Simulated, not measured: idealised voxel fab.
process module | voxel self aligned vias
cross-section cut | 140 nm wide | cells 5 nm
A cross-section is a grid of square cells, given in bands from the top down. A band is one or more rows of cells.
Each band's line starts with the height of the band's top and of its bottom, in nm. Then come its materials from left to right, each with its width in nm. One material with "throughout" fills the band from edge to edge. "air" is empty space.
Height 0 is the level under which the wafer as received is all one material. The lowest band goes on downwards, as in "0 down".
A width such as "30 to 40" changes by the same amount from each row of cells to the next, from the band's top row to its bottom row.
"no change" after a step means that no cell of the cross-section changed.
closed voids: empty space of 8 cells or more with no open way to the top, each as width x height at its distance from the left edge, in nm
after a step's settings: what the simulator itself notes on the step
overlay nm, on a step with a mask: how far to the right of its planned place the mask lay; to the left if negative
plan
1 op RECEIVE | material Si
2 op CONFORMAL_DEP | material SiO2 | thk nm 10
3 op CONFORMAL_DEP | material SiCN | thk nm 5
4 op DIRECTIONAL_DEP | material lowk | thk nm 20
5 op MASKED_ETCH | tone open | mask id LINES | width nm 30 | pitch nm 70 | etch materials lowk | depth nm 20 | overlay nm 0
6 op CONFORMAL_DEP | material TiN | thk nm 5
7 op FILL_DEP | material Ru | thk nm 5
8 op CMP | height nm 35
9 op SELECTIVE_ETCH | etch materials W Ru TiN | depth nm 5
10 op FILL_DEP | material SiN | thk nm 10
11 op CMP | height nm 35
12 op DIRECTIONAL_DEP | material lowk | thk nm 20
13 op PATTERN | tone open | mask id VIAS | material resist | width nm 40 | thk nm 20 | overlay nm 0
14 op DIRECTIONAL_ETCH | etch materials lowk | depth nm 20
15 op DIRECTIONAL_ETCH | etch materials SiN | depth nm 5
16 op STRIP | etch materials resist
17 op CONFORMAL_DEP | material TiN | thk nm 5
18 op FILL_DEP | material Cu | thk nm 10
19 op CMP | height nm 55
20 op CONFORMAL_DEP | material SiCN | thk nm 5
as received, after step 1
  0 down: Si throughout
  closed voids: none
first wafer at the end, as planned
  60 to 55: SiCN throughout
  55 to 40: lowk 15 | TiN 5 | Cu 30 | TiN 5 | lowk 85
  40 to 35: lowk 15 | TiN 10 | Cu 20 | TiN 10 | lowk 85
  35 to 30: lowk 20 | TiN 30 | lowk 40 | SiN 30 | lowk 20
  30 to 20: lowk 20 | TiN 5 | Ru 20 | TiN 5 | lowk 40 | TiN 5 | Ru 20 | TiN 5 | lowk 20
  20 to 15: lowk 20 | TiN 30 | lowk 40 | TiN 30 | lowk 20
  15 to 10: SiCN throughout
  10 to 0: SiO2 throughout
  0 down: Si throughout
  closed voids: none
second wafer at the end: like start, like plan, one mistake
  60 to 55: SiCN throughout
  55 to 35: lowk 15 | TiN 5 | Cu 30 | TiN 5 | lowk 85
  35 to 30: lowk 15 | TiN 40 | lowk 35 | SiN 30 | lowk 20
  30 to 20: lowk 15 | TiN 10 | Ru 20 | TiN 10 | lowk 35 | TiN 5 | Ru 20 | TiN 5 | lowk 20
  20 to 15: lowk 15 | TiN 40 | lowk 35 | TiN 30 | lowk 20
  15 to 10: SiCN throughout
  10 to 0: SiO2 throughout
  0 down: Si throughout
  closed voids: none
what went wrong: step 14 was run twice
at the end the second wafer has, in cells: 2 more of Cu | 6 more of TiN | 8 fewer of lowk
